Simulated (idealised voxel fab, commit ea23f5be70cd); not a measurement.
This is a process module. Its name is voxel air gaps.
The cross-section shown here is cut; it is 175 nm wide and divided into square cells measuring 5 nm on a side.
Format of a cross-section: grid, square cells. Given as bands. Order: top down. Band: one or more rows of cells. This entry defines a band. It first specifies the height of the band's top and the height of its bottom in nm, and then specifies the band's materials from left to right, stating each material with its width in nm. The word "all across" identifies a single material that fills the band from edge to edge, while the word "blank" identifies empty space. All heights in this document are referenced to 0, defined as the level beneath which the wafer, as received, consists entirely of one material. The lowest band is not bounded below; it extends indefinitely downward and is written in the form "0 -> down". Width: "30..40" (first number = top row, second number = bottom row, same change from row to row of cells). No cell of the cross-section changed in a step that is given as "no modifications". If an empty space has no open way to the top and is at least 8 cells in size, "Voids lacking openings" lists it, written width x height at distance, where distance is measured from the left edge and every value is in nm. What comes after the settings on a step's line is commentary from the simulator itself on that step. The "overlay nm" setting may appear on a step's line; for a step that uses a mask, it gives how far to the right of its planned position the mask lay, and a negative value indicates the left.
[The following list gives the planned process steps]
- 1: RECEIVE (material Si)
- 2: CONFORMAL_DEP (material SiO2; thk nm 15)
- 3: CONFORMAL_DEP (material SiCN; thk nm 5)
- 4: DIRECTIONAL_DEP (material lowk; thk nm 35)
- 5: DIRECTIONAL_DEP (material aC; thk nm 15)
- 6: PATTERN (tone open; mask id LINES; material resist; width nm 20; pitch nm 50; thk nm 35; overlay nm 0)
- 7: DIRECTIONAL_ETCH (etch materials aC; depth nm 15)
- 8: STRIP (etch materials resist)
- 9: DIRECTIONAL_ETCH (etch materials lowk; depth nm 35)
- 10: STRIP (etch materials aC)
- 11: CONFORMAL_DEP (material TiN; thk nm 5)
- 12: FILL_DEP (material W; thk nm 10)
- 13: CMP (height nm 55)
- 14: EPI (material Ru; thk nm 10)
- 15: SELECTIVE_ETCH (etch materials lowk; depth nm 45)
- 16: CONFORMAL_DEP (material SiCN; thk nm 5)
[first wafer, as planned]
[Incoming wafer in cross-section (state: after step 1)]
* 0 -> down: Si all across
* Voids lacking openings: none
[Cross-sectional representation of the wafer at the conclusion of step 2]
* 15 -> 0: SiO2 all across
* No changes below 0.
[Cross-sectional representation of the wafer at the conclusion of step 3]
* 20 -> 15: SiCN all across
* No changes below 15.
[Cross-sectional representation of the wafer at the conclusion of step 4]
* 55 -> 20: lowk all across
* No changes below 20.
[Cross-sectional representation of the wafer at the conclusion of step 5]
* 70 -> 55: aC all across
* No changes below 55.
[Cross-sectional representation of the wafer at the conclusion of step 6]
* 105 -> 70: resist 25  blank 20  resist 30  blank 20  resist 30  blank 20  resist 30
* No changes below 70.
[Cross-sectional representation of the wafer at the conclusion of step 7]
* 90 -> 70: resist 25  blank 20  resist 30  blank 20  resist 30  blank 20  resist 30
* 70 -> 55: aC 25  blank 20  aC 30  blank 20  aC 30  blank 20  aC 30
* No changes below 55.
[Cross-sectional representation of the wafer at the conclusion of step 8]
* 70 -> 55: aC 25  blank 20  aC 30  blank 20  aC 30  blank 20  aC 30
* No changes below 55.
[Cross-sectional representation of the wafer at the conclusion of step 9]
* 70 -> 55: aC 25  blank 20  aC 30  blank 20  aC 30  blank 20  aC 30
* 55 -> 20: lowk 25  blank 20  lowk 30  blank 20  lowk 30  blank 20  lowk 30
* No changes below 20.
[Cross-sectional representation of the wafer at the conclusion of step 10]
* 55 -> 20: lowk 25  blank 20  lowk 30  blank 20  lowk 30  blank 20  lowk 30
* No changes below 20.
[Cross-sectional representation of the wafer at the conclusion of step 11]
* 60 -> 55: TiN 30  blank 10  TiN 40  blank 10  TiN 40  blank 10  TiN 35
* 55 -> 25: lowk 25  TiN 5  blank 10  TiN 5  lowk 30  TiN 5  blank 10  TiN 5  lowk 30  TiN 5  blank 10  TiN 5  lowk 30
* 25 -> 20: lowk 25  TiN 20  lowk 30  TiN 20  lowk 30  TiN 20  lowk 30
* No changes below 20.
[Cross-sectional representation of the wafer at the conclusion of step 12]
* 70 -> 60: W all across
* 60 -> 55: TiN 30  W 10  TiN 40  W 10  TiN 40  W 10  TiN 35
* 55 -> 25: lowk 25  TiN 5  W 10  TiN 5  lowk 30  TiN 5  W 10  TiN 5  lowk 30  TiN 5  W 10  TiN 5  lowk 30
* No changes below 25.
[Cross-sectional representation of the wafer at the conclusion of step 13]
* 55 -> 25: lowk 25  TiN 5  W 10  TiN 5  lowk 30  TiN 5  W 10  TiN 5  lowk 30  TiN 5  W 10  TiN 5  lowk 30
* No changes below 25.
[Cross-sectional representation of the wafer at the conclusion of step 14]
* 65 -> 55: blank 15  Ru 40  blank 10  Ru 40  blank 10  Ru 40  blank 20
* No changes below 55.
[Cross-sectional representation of the wafer at the conclusion of step 15]
* 65 -> 55: blank 15  Ru 40  blank 10  Ru 40  blank 10  Ru 40  blank 20
* 55 -> 25: blank 25  TiN 5  W 10  TiN 5  blank 30  TiN 5  W 10  TiN 5  blank 30  TiN 5  W 10  TiN 5  blank 30
* 25 -> 20: blank 25  TiN 20  blank 30  TiN 20  blank 30  TiN 20  blank 30
* No changes below 20.
[Cross-sectional representation of the wafer at the conclusion of step 16]
* 70 -> 65: blank 10  SiCN 150  blank 15
* 65 -> 55: blank 10  SiCN 5  Ru 40  SiCN 10  Ru 40  SiCN 10  Ru 40  SiCN 5  blank 15
* 55 -> 50: blank 10  SiCN 15  TiN 5  W 10  TiN 5  SiCN 30  TiN 5  W 10  TiN 5  SiCN 30  TiN 5  W 10  TiN 5  SiCN 15  blank 15
* 50 -> 25: blank 20  SiCN 5  TiN 5  W 10  TiN 5  SiCN 5  blank 20  SiCN 5  TiN 5  W 10  TiN 5  SiCN 5  blank 20  SiCN 5  TiN 5  W 10  TiN 5  SiCN 5  blank 25
* 25 -> 20: SiCN 25  TiN 20  SiCN 30  TiN 20  SiCN 30  TiN 20  SiCN 30
* No changes below 20.
* Voids lacking openings: 20 x 25 at 50; 20 x 25 at 100
[The second wafer began exactly as the first did and followed the same plan, but one mistake was made while running it; through step 13 inclusive, the two wafers are identical]
[Cross-sectional representation of the second wafer at the time designated in the plan for the completion of step 14]
* 75 -> 55: blank 5  Ru 160  blank 10
* No changes below 55.
[Cross-sectional representation of the second wafer at the time designated in the plan for the completion of step 15]
* 75 -> 55: blank 5  Ru 160  blank 10
* 55 -> 25: blank 25  TiN 5  W 10  TiN 5  lowk 30  TiN 5  W 10  TiN 5  lowk 30  TiN 5  W 10  TiN 5  blank 30
* 25 -> 20: blank 25  TiN 20  lowk 30  TiN 20  lowk 30  TiN 20  blank 30
* No changes below 20.
[Cross-sectional representation of the second wafer at the time designated in the plan for the completion of step 16]
* 80 -> 75: SiCN 170  blank 5
* 75 -> 55: SiCN 5  Ru 160  SiCN 5  blank 5
* 55 -> 50: SiCN 25  TiN 5  W 10  TiN 5  lowk 30  TiN 5  W 10  TiN 5  lowk 30  TiN 5  W 10  TiN 5  SiCN 25  blank 5
* 50 -> 25: blank 20  SiCN 5  TiN 5  W 10  TiN 5  lowk 30  TiN 5  W 10  TiN 5  lowk 30  TiN 5  W 10  TiN 5  SiCN 5  blank 25
* 25 -> 20: SiCN 25  TiN 20  lowk 30  TiN 20  lowk 30  TiN 20  SiCN 30
* No changes below 20.
* Voids lacking openings: 20 x 25 at 0
Here's what went sideways: execution of plan step 14 occurred twice
Final comparison by cell count, materials where the second wafer has more or fewer than the first: Ru: 80 more | SiCN: 40 fewer | lowk: 84 more
Wafer, first: 2 closed voids at end. Wafer, second: 1.
